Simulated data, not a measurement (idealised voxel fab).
Process module heading - voxel wiring stack
Section cut is 260 nm wide and gridded with 5 nm square cells.
A cross-section is written here as square cells arranged in a grid, and it is given in bands from the top down, each band taking up one or more rows of cells.
Heights first: top, then bottom, in nm. Then materials, left to right, each with a width in nm. "edge to edge" on a single material: fills the band edge to edge. "air": empty space.
The level at which height equals 0 is the one under which the wafer, as it arrives, is entirely one material. No lower edge exists for the bottom band, which continues downward and is notated as in "0 nm and below".
You'd read "30..40" like this: the band's top row of cells is as wide as the first number, its bottom row is as wide as the second, and going down, every row changes width by the same amount as the row before did.
Step marked "no change"? Then no cell in the cross-section changed in it.
"Closed internal cavities": sealed empty spaces, 8 cells or more, no open way to top, listed width x height at distance, with distance from the left edge and width, height and distance in nm.
Whatever follows a step's settings on its line is a remark the simulator itself makes about that step.
overlay nm: for a step with a mask, the amount by which the mask lay right of where it was planned; a negative amount means left of it.

-- The following list gives the planned process steps
| 1 | RECEIVE (material Si) |
| 2 | CONFORMAL_DEP (material SiO2; thk nm 10) |
| 3 | CONFORMAL_DEP (material SiCN; thk nm 5) |
| 4 | DIRECTIONAL_DEP (material SiO2; thk nm 20) |
| 5 | PATTERN (tone open; mask id METAL_1; material resist; width nm 25; pitch nm 40; thk nm 15; overlay nm 0) |
| 6 | DIRECTIONAL_ETCH (etch materials SiO2; depth nm 20) |
| 7 | DIRECTIONAL_ETCH (etch materials SiCN; depth nm 5) |
| 8 | STRIP (etch materials resist) |
| 9 | CONFORMAL_DEP (material TiN; thk nm 5) |
| 10 | FILL_DEP (material W; thk nm 10) |
| 11 | CMP (height nm 35) |
| 12 | CONFORMAL_DEP (material SiCN; thk nm 5) |
| 13 | DIRECTIONAL_DEP (material SiO2; thk nm 25) |
| 14 | PATTERN (tone open; mask id METAL_2; material resist; width nm 25; pitch nm 40; thk nm 20; overlay nm 0) |
| 15 | DIRECTIONAL_ETCH (etch materials SiO2; depth nm 15) |
| 16 | STRIP (etch materials resist) |
| 17 | PATTERN (tone open; mask id METAL_2_HOLES; material resist; width nm 15; pitch nm 80; thk nm 20; overlay nm 0) |
| 18 | DIRECTIONAL_ETCH (etch materials SiO2; depth nm 10) |
| 19 | DIRECTIONAL_ETCH (etch materials SiCN; depth nm 5) |
| 20 | STRIP (etch materials resist) |
| 21 | CONFORMAL_DEP (material TiN; thk nm 5) |
| 22 | FILL_DEP (material Cu; thk nm 10) |
| 23 | CMP (height nm 65) |
| 24 | CONFORMAL_DEP (material SiN; thk nm 5) |

-- first wafer, as planned

-- Wafer cross-section on receipt, i.e. after step 1
0 nm and below: Si edge to edge
Closed internal cavities: none

-- So this is the wafer cross-section right after step 2
10 nm to 0 nm: SiO2 edge to edge
Anything lower than 0 is untouched.

-- So this is the wafer cross-section right after step 3
15 nm to 10 nm: SiCN edge to edge
Anything lower than 10 is untouched.

-- So this is the wafer cross-section right after step 4
35 nm to 15 nm: SiO2 edge to edge
Anything lower than 15 is untouched.

-- So this is the wafer cross-section right after step 5
50 nm to 35 nm: resist 55 nm, then air 25 nm, then resist 15 nm, then air 25 nm, then resist 15 nm, then air 25 nm, then resist 15 nm, then air 25 nm, then resist 60 nm
Anything lower than 35 is untouched.

-- So this is the wafer cross-section right after step 6
50 nm to 35 nm: resist 55 nm, then air 25 nm, then resist 15 nm, then air 25 nm, then resist 15 nm, then air 25 nm, then resist 15 nm, then air 25 nm, then resist 60 nm
35 nm to 15 nm: SiO2 55 nm, then air 25 nm, then SiO2 15 nm, then air 25 nm, then SiO2 15 nm, then air 25 nm, then SiO2 15 nm, then air 25 nm, then SiO2 60 nm
Anything lower than 15 is untouched.

-- So this is the wafer cross-section right after step 7
50 nm to 35 nm: resist 55 nm, then air 25 nm, then resist 15 nm, then air 25 nm, then resist 15 nm, then air 25 nm, then resist 15 nm, then air 25 nm, then resist 60 nm
35 nm to 15 nm: SiO2 55 nm, then air 25 nm, then SiO2 15 nm, then air 25 nm, then SiO2 15 nm, then air 25 nm, then SiO2 15 nm, then air 25 nm, then SiO2 60 nm
15 nm to 10 nm: SiCN 55 nm, then air 25 nm, then SiCN 15 nm, then air 25 nm, then SiCN 15 nm, then air 25 nm, then SiCN 15 nm, then air 25 nm, then SiCN 60 nm
Anything lower than 10 is untouched.

-- So this is the wafer cross-section right after step 8
35 nm to 15 nm: SiO2 55 nm, then air 25 nm, then SiO2 15 nm, then air 25 nm, then SiO2 15 nm, then air 25 nm, then SiO2 15 nm, then air 25 nm, then SiO2 60 nm
Anything lower than 15 is untouched.

-- So this is the wafer cross-section right after step 9
40 nm to 35 nm: TiN 60 nm, then air 15 nm, then TiN 25 nm, then air 15 nm, then TiN 25 nm, then air 15 nm, then TiN 25 nm, then air 15 nm, then TiN 65 nm
35 nm to 15 nm: SiO2 55 nm, then TiN 5 nm, then air 15 nm, then TiN 5 nm, then SiO2 15 nm, then TiN 5 nm, then air 15 nm, then TiN 5 nm, then SiO2 15 nm, then TiN 5 nm, then air 15 nm, then TiN 5 nm, then SiO2 15 nm, then TiN 5 nm, then air 15 nm, then TiN 5 nm, then SiO2 60 nm
15 nm to 10 nm: SiCN 55 nm, then TiN 25 nm, then SiCN 15 nm, then TiN 25 nm, then SiCN 15 nm, then TiN 25 nm, then SiCN 15 nm, then TiN 25 nm, then SiCN 60 nm
Anything lower than 10 is untouched.

-- So this is the wafer cross-section right after step 10
50 nm to 40 nm: W edge to edge
40 nm to 35 nm: TiN 60 nm, then W 15 nm, then TiN 25 nm, then W 15 nm, then TiN 25 nm, then W 15 nm, then TiN 25 nm, then W 15 nm, then TiN 65 nm
35 nm to 15 nm: SiO2 55 nm, then TiN 5 nm, then W 15 nm, then TiN 5 nm, then SiO2 15 nm, then TiN 5 nm, then W 15 nm, then TiN 5 nm, then SiO2 15 nm, then TiN 5 nm, then W 15 nm, then TiN 5 nm, then SiO2 15 nm, then TiN 5 nm, then W 15 nm, then TiN 5 nm, then SiO2 60 nm
Anything lower than 15 is untouched.

-- So this is the wafer cross-section right after step 11
35 nm to 15 nm: SiO2 55 nm, then TiN 5 nm, then W 15 nm, then TiN 5 nm, then SiO2 15 nm, then TiN 5 nm, then W 15 nm, then TiN 5 nm, then SiO2 15 nm, then TiN 5 nm, then W 15 nm, then TiN 5 nm, then SiO2 15 nm, then TiN 5 nm, then W 15 nm, then TiN 5 nm, then SiO2 60 nm
Anything lower than 15 is untouched.

-- So this is the wafer cross-section right after step 12
40 nm to 35 nm: SiCN edge to edge
Anything lower than 35 is untouched.

-- So this is the wafer cross-section right after step 13
65 nm to 40 nm: SiO2 edge to edge
Anything lower than 40 is untouched.

-- So this is the wafer cross-section right after step 14
85 nm to 65 nm: resist 55 nm, then air 25 nm, then resist 15 nm, then air 25 nm, then resist 15 nm, then air 25 nm, then resist 15 nm, then air 25 nm, then resist 60 nm
Anything lower than 65 is untouched.

-- So this is the wafer cross-section right after step 15
85 nm to 65 nm: resist 55 nm, then air 25 nm, then resist 15 nm, then air 25 nm, then resist 15 nm, then air 25 nm, then resist 15 nm, then air 25 nm, then resist 60 nm
65 nm to 50 nm: SiO2 55 nm, then air 25 nm, then SiO2 15 nm, then air 25 nm, then SiO2 15 nm, then air 25 nm, then SiO2 15 nm, then air 25 nm, then SiO2 60 nm
Anything lower than 50 is untouched.

-- So this is the wafer cross-section right after step 16
65 nm to 50 nm: SiO2 55 nm, then air 25 nm, then SiO2 15 nm, then air 25 nm, then SiO2 15 nm, then air 25 nm, then SiO2 15 nm, then air 25 nm, then SiO2 60 nm
Anything lower than 50 is untouched.

-- So this is the wafer cross-section right after step 17
85 nm to 65 nm: resist 55 nm, then air 15 nm, then resist 65 nm, then air 15 nm, then resist 110 nm
65 nm to 50 nm: SiO2 55 nm, then air 15 nm, then resist 10 nm, then SiO2 15 nm, then resist 25 nm, then SiO2 15 nm, then air 15 nm, then resist 10 nm, then SiO2 15 nm, then resist 25 nm, then SiO2 60 nm
Anything lower than 50 is untouched.

-- So this is the wafer cross-section right after step 18
85 nm to 65 nm: resist 55 nm, then air 15 nm, then resist 65 nm, then air 15 nm, then resist 110 nm
65 nm to 50 nm: SiO2 55 nm, then air 15 nm, then resist 10 nm, then SiO2 15 nm, then resist 25 nm, then SiO2 15 nm, then air 15 nm, then resist 10 nm, then SiO2 15 nm, then resist 25 nm, then SiO2 60 nm
50 nm to 40 nm: SiO2 55 nm, then air 15 nm, then SiO2 65 nm, then air 15 nm, then SiO2 110 nm
Anything lower than 40 is untouched.

-- So this is the wafer cross-section right after step 19
85 nm to 65 nm: resist 55 nm, then air 15 nm, then resist 65 nm, then air 15 nm, then resist 110 nm
65 nm to 50 nm: SiO2 55 nm, then air 15 nm, then resist 10 nm, then SiO2 15 nm, then resist 25 nm, then SiO2 15 nm, then air 15 nm, then resist 10 nm, then SiO2 15 nm, then resist 25 nm, then SiO2 60 nm
50 nm to 40 nm: SiO2 55 nm, then air 15 nm, then SiO2 65 nm, then air 15 nm, then SiO2 110 nm
40 nm to 35 nm: SiCN 55 nm, then air 15 nm, then SiCN 65 nm, then air 15 nm, then SiCN 110 nm
Anything lower than 35 is untouched.

-- So this is the wafer cross-section right after step 20
65 nm to 50 nm: SiO2 55 nm, then air 25 nm, then SiO2 15 nm, then air 25 nm, then SiO2 15 nm, then air 25 nm, then SiO2 15 nm, then air 25 nm, then SiO2 60 nm
Anything lower than 50 is untouched.

-- So this is the wafer cross-section right after step 21
70 nm to 65 nm: TiN 60 nm, then air 15 nm, then TiN 25 nm, then air 15 nm, then TiN 25 nm, then air 15 nm, then TiN 25 nm, then air 15 nm, then TiN 65 nm
65 nm to 55 nm: SiO2 55 nm, then TiN 5 nm, then air 15 nm, then TiN 5 nm, then SiO2 15 nm, then TiN 5 nm, then air 15 nm, then TiN 5 nm, then SiO2 15 nm, then TiN 5 nm, then air 15 nm, then TiN 5 nm, then SiO2 15 nm, then TiN 5 nm, then air 15 nm, then TiN 5 nm, then SiO2 60 nm
55 nm to 50 nm: SiO2 55 nm, then TiN 5 nm, then air 5 nm, then TiN 15 nm, then SiO2 15 nm, then TiN 25 nm, then SiO2 15 nm, then TiN 5 nm, then air 5 nm, then TiN 15 nm, then SiO2 15 nm, then TiN 25 nm, then SiO2 60 nm
50 nm to 40 nm: SiO2 55 nm, then TiN 5 nm, then air 5 nm, then TiN 5 nm, then SiO2 65 nm, then TiN 5 nm, then air 5 nm, then TiN 5 nm, then SiO2 110 nm
40 nm to 35 nm: SiCN 55 nm, then TiN 15 nm, then SiCN 65 nm, then TiN 15 nm, then SiCN 110 nm
Anything lower than 35 is untouched.

-- So this is the wafer cross-section right after step 22
80 nm to 70 nm: Cu edge to edge
70 nm to 65 nm: TiN 60 nm, then Cu 15 nm, then TiN 25 nm, then Cu 15 nm, then TiN 25 nm, then Cu 15 nm, then TiN 25 nm, then Cu 15 nm, then TiN 65 nm
65 nm to 55 nm: SiO2 55 nm, then TiN 5 nm, then Cu 15 nm, then TiN 5 nm, then SiO2 15 nm, then TiN 5 nm, then Cu 15 nm, then TiN 5 nm, then SiO2 15 nm, then TiN 5 nm, then Cu 15 nm, then TiN 5 nm, then SiO2 15 nm, then TiN 5 nm, then Cu 15 nm, then TiN 5 nm, then SiO2 60 nm
55 nm to 50 nm: SiO2 55 nm, then TiN 5 nm, then Cu 5 nm, then TiN 15 nm, then SiO2 15 nm, then TiN 25 nm, then SiO2 15 nm, then TiN 5 nm, then Cu 5 nm, then TiN 15 nm, then SiO2 15 nm, then TiN 25 nm, then SiO2 60 nm
50 nm to 40 nm: SiO2 55 nm, then TiN 5 nm, then Cu 5 nm, then TiN 5 nm, then SiO2 65 nm, then TiN 5 nm, then Cu 5 nm, then TiN 5 nm, then SiO2 110 nm
Anything lower than 40 is untouched.

-- So this is the wafer cross-section right after step 23
65 nm to 55 nm: SiO2 55 nm, then TiN 5 nm, then Cu 15 nm, then TiN 5 nm, then SiO2 15 nm, then TiN 5 nm, then Cu 15 nm, then TiN 5 nm, then SiO2 15 nm, then TiN 5 nm, then Cu 15 nm, then TiN 5 nm, then SiO2 15 nm, then TiN 5 nm, then Cu 15 nm, then TiN 5 nm, then SiO2 60 nm
Anything lower than 55 is untouched.

-- So this is the wafer cross-section right after step 24
70 nm to 65 nm: SiN edge to edge
Anything lower than 65 is untouched.

-- second wafer: like start, like plan, one mistake. Through step 20 it matches the first wafer

-- Second wafer, section view, time point: scheduled end of step 21
70 nm to 65 nm: W 60 nm, then air 15 nm, then W 25 nm, then air 15 nm, then W 25 nm, then air 15 nm, then W 25 nm, then air 15 nm, then W 65 nm
65 nm to 55 nm: SiO2 55 nm, then W 5 nm, then air 15 nm, then W 5 nm, then SiO2 15 nm, then W 5 nm, then air 15 nm, then W 5 nm, then SiO2 15 nm, then W 5 nm, then air 15 nm, then W 5 nm, then SiO2 15 nm, then W 5 nm, then air 15 nm, then W 5 nm, then SiO2 60 nm
55 nm to 50 nm: SiO2 55 nm, then W 5 nm, then air 5 nm, then W 15 nm, then SiO2 15 nm, then W 25 nm, then SiO2 15 nm, then W 5 nm, then air 5 nm, then W 15 nm, then SiO2 15 nm, then W 25 nm, then SiO2 60 nm
50 nm to 40 nm: SiO2 55 nm, then W 5 nm, then air 5 nm, then W 5 nm, then SiO2 65 nm, then W 5 nm, then air 5 nm, then W 5 nm, then SiO2 110 nm
40 nm to 35 nm: SiCN 55 nm, then W 15 nm, then SiCN 65 nm, then W 15 nm, then SiCN 110 nm
Anything lower than 35 is untouched.

-- Second wafer, section view, time point: scheduled end of step 22
80 nm to 70 nm: Cu edge to edge
70 nm to 65 nm: W 60 nm, then Cu 15 nm, then W 25 nm, then Cu 15 nm, then W 25 nm, then Cu 15 nm, then W 25 nm, then Cu 15 nm, then W 65 nm
65 nm to 55 nm: SiO2 55 nm, then W 5 nm, then Cu 15 nm, then W 5 nm, then SiO2 15 nm, then W 5 nm, then Cu 15 nm, then W 5 nm, then SiO2 15 nm, then W 5 nm, then Cu 15 nm, then W 5 nm, then SiO2 15 nm, then W 5 nm, then Cu 15 nm, then W 5 nm, then SiO2 60 nm
55 nm to 50 nm: SiO2 55 nm, then W 5 nm, then Cu 5 nm, then W 15 nm, then SiO2 15 nm, then W 25 nm, then SiO2 15 nm, then W 5 nm, then Cu 5 nm, then W 15 nm, then SiO2 15 nm, then W 25 nm, then SiO2 60 nm
50 nm to 40 nm: SiO2 55 nm, then W 5 nm, then Cu 5 nm, then W 5 nm, then SiO2 65 nm, then W 5 nm, then Cu 5 nm, then W 5 nm, then SiO2 110 nm
Anything lower than 40 is untouched.

-- Second wafer, section view, time point: scheduled end of step 23
65 nm to 55 nm: SiO2 55 nm, then W 5 nm, then Cu 15 nm, then W 5 nm, then SiO2 15 nm, then W 5 nm, then Cu 15 nm, then W 5 nm, then SiO2 15 nm, then W 5 nm, then Cu 15 nm, then W 5 nm, then SiO2 15 nm, then W 5 nm, then Cu 15 nm, then W 5 nm, then SiO2 60 nm
Anything lower than 55 is untouched.

-- Second wafer, section view, time point: scheduled end of step 24
70 nm to 65 nm: SiN edge to edge
Anything lower than 65 is untouched.
What broke from the plan during processing? step 21 went in with a setting other than planned; the actual run was CONFORMAL_DEP (material W; thk nm 5)
Once processing is complete, comparing cell counts shows that the second wafer has more or fewer of certain materials than the first: 48 fewer of TiN, 48 more of W
